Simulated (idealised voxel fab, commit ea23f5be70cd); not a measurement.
The process module that follows is named voxel gate over fins.
cross-section cut | 260 nm wide | cells 5 nm
A cross-section is a grid of square cells, given in bands from the top down. A band is one or more rows of cells.
Basically the band line says how high the top is and how high the bottom is, in nm, and then what's in it from left to right, every material with its width in nm. Empty space shows up as "empty", and if a single material carries "all across" it runs the full band edge to edge.
Beneath 0, the wafer as received is one material, and that level is where height counting begins. The lowest band goes on downward without a bottom; it is written like "from 0 down".
Top row gets the first number, bottom row gets the second, and each row in between changes by the same step: that is how a band width like "30 to 40" works.
Any step labelled "no alterations made" changed none of the cells in the cross-section.
Basically, "Enclosed internal cavities" tells you about the enclosed voids: empty spaces with no open way to the top, 8 cells or bigger, each written width x height at distance, where distance is from the left edge, all in nm.
Heads up: the bit after the settings on a step's line is the simulator's remark on that step.
For masked steps, "overlay nm" on the step line gives how far right of plan the mask actually lay; a minus sign means it lay to the left.
LISTED BELOW ARE THE PROCESS STEPS AS PLANNED
1: RECEIVE: material Si
2: CONFORMAL_DEP: material SiN, thk nm 5
3: MASKED_ETCH: tone cover, mask id FINS, width nm 15, pitch nm 60, etch materials SiN, depth nm 5, overlay nm 0
4: MASKED_ETCH: tone cover, mask id FINS, width nm 15, pitch nm 60, etch materials Si, depth nm 35, overlay nm 0
5: OXIDIZE: depth nm 5
6: FILL_DEP: material SiO2, thk nm 5
7: CMP: height nm 5
8: MASKED_ETCH: tone open, mask id RAIL, width nm 15, etch materials SiO2, depth nm 35, overlay nm 0
9: CONFORMAL_DEP: material TiN, thk nm 5
10: FILL_DEP: material Ru, thk nm 10
11: CMP: height nm 5
12: SELECTIVE_ETCH: etch materials W Ru TiN, depth nm 20
13: FILL_DEP: material SiO2, thk nm 5
14: CMP: height nm 5
15: SELECTIVE_ETCH: etch materials SiO2, depth nm 15
16: STRIP: etch materials SiN
17: CONFORMAL_DEP: material HfO2, thk nm 5
18: CONFORMAL_DEP: material TiN, thk nm 5
19: FILL_DEP: material W, thk nm 15
20: CMP: height nm 20
21: CONFORMAL_DEP: material SiN, thk nm 10
CROSS-SECTION OF THE WAFER AS IT CAME TO US, I.E., ALREADY THROUGH STEP 1
from 0 down: Si all across
Enclosed internal cavities: none
THE FIRST OF TWO WAFERS, CROSS-SECTIONED AT THE END OF THE MODULE, WITH THE RUN PROCEEDING AS PLANNED
from 30 to 20: SiN all across
from 20 to 10: W all across
from 10 to 5: W: 55, then TiN: 25, then W: 35, then TiN: 25, then W: 35, then TiN: 25, then W: 60
from 5 to 0: W: 55, then TiN: 5, then HfO2: 15, then TiN: 5, then W: 35, then TiN: 5, then HfO2: 15, then TiN: 5, then W: 35, then TiN: 5, then HfO2: 15, then TiN: 5, then W: 60
from 0 to -5: TiN: 60, then HfO2: 5, then Si: 5, then HfO2: 5, then TiN: 45, then HfO2: 5, then Si: 5, then HfO2: 5, then TiN: 45, then HfO2: 5, then Si: 5, then HfO2: 5, then TiN: 65
from -5 to -10: HfO2: 65, then Si: 5, then HfO2: 55, then Si: 5, then HfO2: 55, then Si: 5, then HfO2: 70
from -10 to -15: SiO2: 65, then Si: 5, then SiO2: 55, then Si: 5, then SiO2: 55, then Si: 5, then SiO2: 70
from -15 to -25: SiO2: 65, then Si: 5, then SiO2: 20, then TiN: 5, then Ru: 5, then TiN: 5, then SiO2: 20, then Si: 5, then SiO2: 55, then Si: 5, then SiO2: 70
from -25 to -30: SiO2: 65, then Si: 5, then SiO2: 20, then TiN: 15, then SiO2: 20, then Si: 5, then SiO2: 55, then Si: 5, then SiO2: 70
from -30 to -40: SiO2: 65, then Si: 5, then SiO2: 55, then Si: 5, then SiO2: 55, then Si: 5, then SiO2: 70
from -40 down: Si all across
Enclosed internal cavities: none
SECOND WAFER OF THE TWO, SECTIONED AT THE END OF THE MODULE. IT BEGAN LIKE THE FIRST AND FOLLOWED THE SAME PLAN, BUT ONE MISTAKE WAS MADE WHILE RUNNING IT
from 30 to 20: SiN all across
from 20 to 15: W all across
from 15 to 10: W: 80, then TiN: 35, then W: 145
from 10 to 5: W: 55, then TiN: 30, then HfO2: 25, then TiN: 30, then W: 35, then TiN: 25, then W: 60
from 5 to 0: W: 55, then TiN: 5, then HfO2: 15, then TiN: 10, then HfO2: 25, then TiN: 10, then HfO2: 15, then TiN: 5, then W: 35, then TiN: 5, then HfO2: 15, then TiN: 5, then W: 60
from 0 to -5: TiN: 60, then HfO2: 5, then Si: 5, then HfO2: 5, then TiN: 10, then HfO2: 25, then TiN: 10, then HfO2: 5, then Si: 5, then HfO2: 5, then TiN: 45, then HfO2: 5, then Si: 5, then HfO2: 5, then TiN: 65
from -5 to -10: HfO2: 65, then Si: 5, then HfO2: 55, then Si: 5, then HfO2: 55, then Si: 5, then HfO2: 70
from -10 to -15: SiO2: 65, then Si: 5, then SiO2: 20, then HfO2: 15, then SiO2: 20, then Si: 5, then SiO2: 55, then Si: 5, then SiO2: 70
from -15 to -25: SiO2: 65, then Si: 5, then SiO2: 20, then TiN: 5, then Ru: 5, then TiN: 5, then SiO2: 20, then Si: 5, then SiO2: 55, then Si: 5, then SiO2: 70
from -25 to -30: SiO2: 65, then Si: 5, then SiO2: 20, then TiN: 15, then SiO2: 20, then Si: 5, then SiO2: 55, then Si: 5, then SiO2: 70
from -30 to -40: SiO2: 65, then Si: 5, then SiO2: 55, then Si: 5, then SiO2: 55, then Si: 5, then SiO2: 70
from -40 down: Si all across
Enclosed internal cavities: none
Which mistake was made when the wafer was run? heads up, step 13 didn't go per plan, it actually ran as FILL_DEP: material HfO2, thk nm 5
Count the cells at the end and the second wafer has more or fewer of some materials than the first: +18 HfO2; -3 SiO2; +6 TiN; -21 W
